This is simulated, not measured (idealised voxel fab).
process module | voxel self aligned contacts
cross-section cut | 280 nm wide | cells 5 nm
A cross-section is a grid of square cells, given in bands from the top down. A band is one or more rows of cells.
Each band's line starts with the height of the band's top and of its bottom, in nm. Then come its materials from left to right, each with its width in nm. One material with "throughout" fills the band from edge to edge. "air" is empty space.
Height 0 is the level under which the wafer as received is all one material. The lowest band goes on downwards, as in "0 down".
A width such as "30 to 40" changes by the same amount from each row of cells to the next, from the band's top row to its bottom row.
"no change" after a step means that no cell of the cross-section changed.
closed voids: empty space of 8 cells or more with no open way to the top, each as width x height at its distance from the left edge, in nm
after a step's settings: what the simulator itself notes on the step
overlay nm, on a step with a mask: how far to the right of its planned place the mask lay; to the left if negative
plan
1 op RECEIVE | material Si
2 op CONFORMAL_DEP | material SiO2 | thk nm 5
3 op DIRECTIONAL_DEP | material polySi | thk nm 30
4 op DIRECTIONAL_DEP | material SiN | thk nm 15
5 op MASKED_ETCH | tone cover | mask id GATE | width nm 25 | pitch nm 60 | etch materials SiN | depth nm 15 | overlay nm 0
6 op MASKED_ETCH | tone cover | mask id GATE | width nm 25 | pitch nm 60 | etch materials polySi | depth nm 30 | overlay nm 0
7 op CONFORMAL_DEP | material SiN | thk nm 5
8 op DIRECTIONAL_ETCH | etch materials SiN | depth nm 5
9 op FILL_DEP | material SiO2 | thk nm 20
10 op CMP | height nm 60
11 op PATTERN | tone open | mask id CONTACT | material resist | width nm 45 | thk nm 15 | overlay nm 0
12 op DIRECTIONAL_ETCH | etch materials SiO2 | depth nm 60
13 op STRIP | etch materials resist
14 op CONFORMAL_DEP | material TiN | thk nm 5
15 op FILL_DEP | material Ru | thk nm 5
16 op CMP | height nm 60
17 op CONFORMAL_DEP | material SiN | thk nm 5
as received, after step 1
  0 down: Si throughout
  closed voids: none
first wafer at the end, as planned
  65 to 60: SiN throughout
  60 to 50: SiO2 115 | TiN 5 to 15 | Ru 35 to 15 | TiN 5 to 15 | SiO2 120
  50 to 35: SiO2 90 | SiN 35 | TiN 5 | Ru 15 | TiN 5 | SiN 35 | SiO2 95
  35 to 5: SiO2 90 | SiN 5 | polySi 25 | SiN 5 | TiN 5 | Ru 15 | TiN 5 | SiN 5 | polySi 25 | SiN 5 | SiO2 95
  5 to 0: SiO2 125 | TiN 25 | SiO2 130
  0 down: Si throughout
  closed voids: none
second wafer at the end: like start, like plan, one mistake
  65 to 60: SiN throughout
  60 to 50: SiO2 120 to 130 | Ru 35 to 15 | SiO2 125 to 135
  50 to 35: SiO2 90 | SiN 35 | SiO2 5 | Ru 15 | SiO2 5 | SiN 35 | SiO2 95
  35 to 5: SiO2 90 | SiN 5 | polySi 25 | SiN 5 | SiO2 5 | Ru 15 | SiO2 5 | SiN 5 | polySi 25 | SiN 5 | SiO2 95
  5 to 0: SiO2 throughout
  0 down: Si throughout
  closed voids: none
what went wrong: step 14 ran as: op CONFORMAL_DEP | material SiO2 | thk nm 5
at the end the second wafer has, in cells: 31 more of SiO2 | 31 fewer of TiN
